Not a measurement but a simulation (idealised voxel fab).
process module | voxel self aligned vias
cross-section cut | 225 nm wide | cells 5 nm
A cross-section is a grid of square cells, given in bands from the top down. A band is one or more rows of cells.
Each band's line starts with the height of the band's top and of its bottom, in nm. Then come its materials from left to right, each with its width in nm. One material with "throughout" fills the band from edge to edge. "air" is empty space.
Height 0 is the level under which the wafer as received is all one material. The lowest band goes on downwards, as in "0 down".
A width such as "30 to 40" changes by the same amount from each row of cells to the next, from the band's top row to its bottom row.
"no change" after a step means that no cell of the cross-section changed.
closed voids: empty space of 8 cells or more with no open way to the top, each as width x height at its distance from the left edge, in nm
after a step's settings: what the simulator itself notes on the step
overlay nm, on a step with a mask: how far to the right of its planned place the mask lay; to the left if negative
plan
1 op RECEIVE | material Si
2 op CONFORMAL_DEP | material SiO2 | thk nm 15
3 op CONFORMAL_DEP | material SiCN | thk nm 5
4 op DIRECTIONAL_DEP | material SiO2 | thk nm 25
5 op DIRECTIONAL_DEP | material aC | thk nm 10
6 op PATTERN | tone open | mask id LINES | material resist | width nm 30 | pitch nm 55 | thk nm 25 | overlay nm 0
7 op DIRECTIONAL_ETCH | etch materials aC | depth nm 10
8 op STRIP | etch materials resist
9 op DIRECTIONAL_ETCH | etch materials SiO2 | depth nm 25
10 op STRIP | etch materials aC
11 op CONFORMAL_DEP | material TiN | thk nm 5
12 op FILL_DEP | material Ru | thk nm 10
13 op CMP | height nm 45
14 op SELECTIVE_ETCH | etch materials W Ru TiN | depth nm 10
15 op FILL_DEP | material SiN | thk nm 10
16 op CMP | height nm 45
17 op DIRECTIONAL_DEP | material SiO2 | thk nm 15
18 op DIRECTIONAL_DEP | material aC | thk nm 15
19 op PATTERN | tone open | mask id VIAS | material resist | width nm 40 | thk nm 35 | overlay nm 0
20 op DIRECTIONAL_ETCH | etch materials aC | depth nm 15
21 op STRIP | etch materials resist
22 op DIRECTIONAL_ETCH | etch materials SiO2 | depth nm 15
23 op DIRECTIONAL_ETCH | etch materials SiN | depth nm 10
24 op STRIP | etch materials aC
25 op CONFORMAL_DEP | material TiN | thk nm 5
26 op FILL_DEP | material Ru | thk nm 10
27 op CMP | height nm 60
28 op CONFORMAL_DEP | material SiN | thk nm 5
as received, after step 1
  0 down: Si throughout
  closed voids: none
a wafer at the end: this start, this plan, one mistake
  65 to 60: SiN throughout
  60 to 45: SiO2 65 | TiN 5 | Ru 30 | TiN 5 | SiO2 120
  45 to 40: SiO2 65 | TiN 5 | Ru 30 | TiN 5 | SiO2 20 | SiN 30 | SiO2 70
  40 to 35: SiO2 65 | TiN 40 | SiO2 20 | SiN 30 | SiO2 70
  35 to 25: SiO2 65 to 70 | TiN 10 to 5 | Ru 20 | TiN 10 to 5 | SiO2 20 to 25 | TiN 5 | Ru 20 | TiN 5 | SiO2 70
  25 to 20: SiO2 70 | TiN 30 | SiO2 25 | TiN 30 | SiO2 70
  20 to 15: SiCN throughout
  15 to 0: SiO2 throughout
  0 down: Si throughout
  closed voids: none
what went wrong: step 22 was run twice
